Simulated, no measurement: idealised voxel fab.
A process module follows: voxel self aligned contacts.
Cross-section cut spans 245 nm and uses square cells 5 nm in size.
Notation: cross-section as square-cell grid; stated in bands, top first, going down; one or more cell rows per band.
First you get the band's top height and its bottom height, in nm, and then the materials it's made of, left to right, with each width in nm. If you see a single material with "full width", that one covers the band edge to edge. "empty" is empty space.
Heights from 0 (as-received wafer is one material below). Bottom band endless downward, as "0 and below".
With a width like "30 to 40", each row of cells in the band differs from the next by the same amount, the top row carrying the first number and the bottom row the second.
For the purposes of this document, the phrase "left unchanged" attached to a step denotes that no cell within the cross-section was modified by that step.
The list in "Closed voids list" covers empty spaces of 8 cells or more that cannot reach the top through any open way, and it gives each as width x height at distance; the distance is from the left edge, and width, height and distance are in nm.
Text after the settings on a step's line: the simulator's own remark on that step.
The optional step-line setting "overlay nm" applies to steps with a mask and quantifies how far to the right of its planned location the mask lay, a negative value indicating leftward placement.
# So here's the lineup of process steps we planned
- 1: RECEIVE: material Si
- 2: CONFORMAL_DEP: material SiO2, thk nm 5
- 3: DIRECTIONAL_DEP: material polySi, thk nm 20
- 4: DIRECTIONAL_DEP: material SiN, thk nm 20
- 5: DIRECTIONAL_DEP: material aC, thk nm 10
- 6: PATTERN: tone cover, mask id GATE, material resist, width nm 25, pitch nm 55, thk nm 25, overlay nm 0
- 7: DIRECTIONAL_ETCH: etch materials aC, depth nm 10
- 8: STRIP: etch materials resist
- 9: DIRECTIONAL_ETCH: etch materials SiN, depth nm 20
- 10: DIRECTIONAL_ETCH: etch materials polySi, depth nm 20
- 11: STRIP: etch materials aC
- 12: CONFORMAL_DEP: material SiN, thk nm 5
- 13: DIRECTIONAL_ETCH: etch materials SiN, depth nm 5
- 14: FILL_DEP: material SiO2, thk nm 15
- 15: CMP: height nm 55
- 16: MASKED_ETCH: tone open, mask id CONTACT, width nm 40, pitch nm 55, etch materials SiO2, depth nm 55, overlay nm -15
- 17: CONFORMAL_DEP: material TiN, thk nm 5
- 18: FILL_DEP: material Ru, thk nm 5
- 19: CMP: height nm 55
- 20: CONFORMAL_DEP: material SiCN, thk nm 5
All wafers enter the flow in the same state. The overlay nm at step 16 differs from wafer to wafer, and the plan gives the value for the first wafer.
# So this is the first of several wafers, cross-sectioned as it came to us, meaning it's at the end of step 1
  0 and below  Si full width
  Closed voids list: none
# Quick key for the table: a row per wafer, taken at the end of the module. For each material it tells you how many cells the wafer gained (+) or lost (-) since it came in, and the closed voids come after
overlay nm -15, +30 Ru, +49 SiCN, +108 SiN, +285 SiO2, +56 TiN, +60 polySi, Closed voids list: none
overlay nm -10, +48 Ru, +49 SiCN, +108 SiN, +267 SiO2, +56 TiN, +60 polySi, Closed voids list: none
overlay nm -5, +48 Ru, +49 SiCN, +108 SiN, +267 SiO2, +56 TiN, +60 polySi, Closed voids list: none
overlay nm 0, +48 Ru, +49 SiCN, +108 SiN, +267 SiO2, +56 TiN, +60 polySi, Closed voids list: none
overlay nm 5, +48 Ru, +49 SiCN, +108 SiN, +267 SiO2, +56 TiN, +60 polySi, Closed voids list: none
overlay nm 10, +48 Ru, +49 SiCN, +108 SiN, +267 SiO2, +56 TiN, +60 polySi, Closed voids list: none
overlay nm 15, +30 Ru, +49 SiCN, +108 SiN, +285 SiO2, +56 TiN, +60 polySi, Closed voids list: none
